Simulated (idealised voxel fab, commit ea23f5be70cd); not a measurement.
process module | voxel released beams
cross-section cut | 160 nm wide | cells 5 nm
A cross-section is a grid of square cells, given in bands from the top down. A band is one or more rows of cells.
Each band's line starts with the height of the band's top and of its bottom, in nm. Then come its materials from left to right, each with its width in nm. One material with "throughout" fills the band from edge to edge. "air" is empty space.
Height 0 is the level under which the wafer as received is all one material. The lowest band goes on downwards, as in "0 down".
A width such as "30 to 40" changes by the same amount from each row of cells to the next, from the band's top row to its bottom row.
"no change" after a step means that no cell of the cross-section changed.
closed voids: empty space of 8 cells or more with no open way to the top, each as width x height at its distance from the left edge, in nm
after a step's settings: what the simulator itself notes on the step
overlay nm, on a step with a mask: how far to the right of its planned place the mask lay; to the left if negative
plan
1 op RECEIVE | material Si
2 op CONFORMAL_DEP | material SiN | thk nm 5
3 op DIRECTIONAL_DEP | material SiO2 | thk nm 20
4 op MASKED_ETCH | tone open | mask id ANCHOR | width nm 45 | etch materials SiO2 | depth nm 20 | overlay nm 0
5 op CONFORMAL_DEP | material polySi | thk nm 15
6 op MASKED_ETCH | tone cover | mask id BEAM | width nm 115 | etch materials polySi | depth nm 15 | overlay nm 0
7 op STRIP | etch materials SiO2
as received, after step 1
  0 down: Si throughout
  closed voids: none
first wafer at the end, as planned
  40 to 25: air 20 | polySi 20 | air 15 | polySi 80 | air 25
  25 to 20: air 25 | polySi 15 | air 15 | polySi 15 | air 90
  20 to 5: air 25 | polySi 45 | air 90
  5 to 0: SiN throughout
  0 down: Si throughout
  closed voids: none
second wafer at the end: like start, like plan, one mistake
  40 to 25: air 20 | polySi 115 | air 25
  25 to 20: SiN throughout
  20 to 0: SiO2 throughout
  0 down: Si throughout
  closed voids: none
what went wrong: steps 2 and 3 were swapped
at the end the second wafer has, in cells: 128 more of SiO2 | 24 fewer of polySi
